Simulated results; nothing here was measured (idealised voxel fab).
Process module under the name voxel released beams
It is cross-section cut that appears here, measuring 170 nm in width, its square cells being 5 nm in size.
Throughout this document, each cross-section is represented as a grid of square cells and is presented as a sequence of bands enumerated from the top downward, where a band comprises one or more rows of cells.
What a band's entry tells you: where the top is and where the bottom is, as heights in nm, and after that what lies inside, material by material from left to right, each with its width in nm. Empty space is written as the word "air", and a single material marked with the word "all across" occupies the band from edge to edge.
Basically, 0 is our baseline, since under it the wafer straight out of the box is all one material. The bottom band has no lower end and keeps on going down, so it looks like "0 -> down".
Graded width ("30..40"): value in top row of band = first number; value in bottom row = second number; row-to-row change constant.
You'll sometimes find "no alteration" written for a step, and that's the way of saying that nowhere in the cross-section did a cell change during that step.
Entry "Closed void roster". Content: empty spaces with no open connection to the top, size 8 cells or greater. Each: width x height at distance. Distance: from left edge. Unit: nm.
The remark found on a step's line after its settings is issued by the simulator itself and pertains to that step.
The setting "overlay nm" may be written on the line of a step. When the step uses a mask, the value reports how far to the right of the planned place the mask lay, and a negative value reports that it lay to the left.
### Set out below are the planned steps of the process
- 1: RECEIVE: material Si
- 2: CONFORMAL_DEP: material SiN, thk nm 10
- 3: DIRECTIONAL_DEP: material SiO2, thk nm 10
- 4: MASKED_ETCH: tone open, mask id ANCHOR, width nm 45, etch materials SiO2, depth nm 10, overlay nm 0
- 5: CONFORMAL_DEP: material W, thk nm 15
- 6: MASKED_ETCH: tone cover, mask id BEAM, width nm 105, etch materials W, depth nm 15, overlay nm 0
- 7: STRIP: etch materials SiO2
### First of two wafers, with the run carried out as planned
### Incoming wafer in cross-section (state: after step 1)
- 0 -> down  Si all across
- Closed void roster: none
### After step 2, in cross-section
- 10 -> 0  SiN all across
- Nothing below the height 0 has changed.
### After step 3, in cross-section
- 20 -> 10  SiO2 all across
- Nothing below the height 10 has changed.
### After step 4, in cross-section
- 20 -> 10  SiO2 35 | air 45 | SiO2 90
- Nothing below the height 10 has changed.
### After step 5, in cross-section
- 35 -> 25  W 50 | air 15 | W 105
- 25 -> 20  W all across
- 20 -> 10  SiO2 35 | W 45 | SiO2 90
- Nothing below the height 10 has changed.
### After step 6, in cross-section
- 35 -> 25  air 30 | W 20 | air 15 | W 70 | air 35
- 25 -> 20  air 30 | W 105 | air 35
- Nothing below the height 20 has changed.
### After step 7, in cross-section
- 35 -> 25  air 30 | W 20 | air 15 | W 70 | air 35
- 25 -> 20  air 30 | W 105 | air 35
- 20 -> 10  air 35 | W 45 | air 90
- Nothing below the height 10 has changed.
### Wafer two. Identical start, identical plan. One mistake in execution. Identical history through step 1
### Second wafer shown in cross-section at the time step 2 was slated to end
- 10 -> 0  SiO2 all across
- Nothing below the height 0 has changed.
### Second wafer shown in cross-section at the time step 3 was slated to end
- 20 -> 10  SiN all across
- Nothing below the height 10 has changed.
Second wafer shown in cross-section at the time step 4 was slated to end: no alteration
### Second wafer shown in cross-section at the time step 5 was slated to end
- 35 -> 20  W all across
- Nothing below the height 20 has changed.
### Second wafer shown in cross-section at the time step 6 was slated to end
- 35 -> 20  air 30 | W 105 | air 35
- Nothing below the height 20 has changed.
Second wafer shown in cross-section at the time step 7 was slated to end: no alteration
Short version of what went wrong: it was found that steps 2 and 3 of the process plan had been performed in exchanged positions
The second wafer ends with more or fewer cells of some materials than the first, per final count: 68 more of SiO2 | 12 fewer of W
